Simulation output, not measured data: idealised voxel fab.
Process module name: voxel tone inversion
Cross-section cut spans 165 nm and uses square cells 5 nm in size.
Cross-section = grid of square cells, listed top down in bands; band = one or more rows. First you get the band's top height and its bottom height, in nm, and then the materials it's made of, left to right, with each width in nm. If you see a single material with "throughout", that one covers the band edge to edge. "empty" is empty space. Heads up on the height convention: 0 is the point under which the incoming wafer is all one material, and the lowest band has no bottom, it just keeps going down, like "0 nm and below". So if you see something like "30 to 40" for the width, read it as the top row of the band sitting at the first number and the bottom row at the second, with every row in between moving by the same amount as the last. Where the words "nothing different" appear for a step, the cross-section shows no cell changed by that step; every cell remained as before. For the entry "Internal closed voids", the listed items are empty spaces with no open way to the top whose size is 8 cells or more; each item follows the pattern width x height at distance, where distance is from the left edge and all three are in nm. It should be noted that, on the line of a given step, the content following the step's settings is a remark produced by the simulator itself with respect to that step. "overlay nm", when on a step's line for a step with a mask, measures how far to the right of its planned place the mask lay; a negative measure means to the left.
[Steps planned for the process]
step 1: RECEIVE,material Si
step 2: CONFORMAL_DEP,material SiCN,thk nm 5
step 3: DIRECTIONAL_DEP,material polySi,thk nm 15
step 4: PATTERN,tone cover,mask id POSTS,material resist,width nm 15,pitch nm 40,thk nm 20,overlay nm 0
step 5: DIRECTIONAL_ETCH,etch materials polySi,depth nm 15
step 6: STRIP,etch materials resist
step 7: FILL_DEP,material SiO2,thk nm 5
step 8: CMP,height nm 20
step 9: STRIP,etch materials polySi
Variable across wafers: step 2 thk nm (plan value is that of the first wafer; starting state common to all).
[The first of several wafers as received, shown in cross-section; this is its state after step 1]
    0 nm and below | Si throughout
    Internal closed voids: none
[Where each wafer stands at the end of the module, a row apiece: cells of each material gained (+) or lost (-) since it was received, then closed voids]
thk nm 5; +33 SiCN; +81 SiO2; Internal closed voids: none
thk nm 10; +66 SiCN; +54 SiO2; Internal closed voids: none
thk nm 15; +99 SiCN; +27 SiO2; Internal closed voids: none
thk nm 20; +132 SiCN; Internal closed voids: none
